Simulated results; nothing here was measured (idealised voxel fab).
process module | voxel tone inversion
cross-section cut | 230 nm wide | cells 5 nm
A cross-section is a grid of square cells, given in bands from the top down. A band is one or more rows of cells.
Each band's line starts with the height of the band's top and of its bottom, in nm. Then come its materials from left to right, each with its width in nm. One material with "throughout" fills the band from edge to edge. "air" is empty space.
Height 0 is the level under which the wafer as received is all one material. The lowest band goes on downwards, as in "0 down".
A width such as "30 to 40" changes by the same amount from each row of cells to the next, from the band's top row to its bottom row.
"no change" after a step means that no cell of the cross-section changed.
closed voids: empty space of 8 cells or more with no open way to the top, each as width x height at its distance from the left edge, in nm
after a step's settings: what the simulator itself notes on the step
overlay nm, on a step with a mask: how far to the right of its planned place the mask lay; to the left if negative
plan
1 op RECEIVE | material Si
2 op CONFORMAL_DEP | material SiCN | thk nm 10
3 op DIRECTIONAL_DEP | material polySi | thk nm 20
4 op PATTERN | tone cover | mask id POSTS | material resist | width nm 15 | pitch nm 40 | thk nm 30 | overlay nm 0
5 op DIRECTIONAL_ETCH | etch materials polySi | depth nm 20
6 op STRIP | etch materials resist
7 op FILL_DEP | material lowk | thk nm 10
8 op CMP | height nm 30
9 op STRIP | etch materials polySi
10 op CONFORMAL_DEP | material TiN | thk nm 5
11 op FILL_DEP | material Ru | thk nm 10
12 op CMP | height nm 30
13 op CONFORMAL_DEP | material SiN | thk nm 5
as received, after step 1
  0 down: Si throughout
  closed voids: none
a wafer at the end: this start, this plan, one mistake
  35 to 30: SiN throughout
  30 to 25: TiN 70 | Ru 5 | TiN 35 | Ru 5 | TiN 35 | Ru 5 | TiN 75
  25 to 15: lowk 65 | TiN 5 | Ru 5 | TiN 5 | lowk 25 | TiN 5 | Ru 5 | TiN 5 | lowk 25 | TiN 5 | Ru 5 | TiN 5 | lowk 70
  15 to 10: lowk 65 | TiN 15 | lowk 25 | TiN 15 | lowk 25 | TiN 15 | lowk 70
  10 to 0: SiCN throughout
  0 down: Si throughout
  closed voids: none
what went wrong: step 8 ran as: op CMP | height nm 25
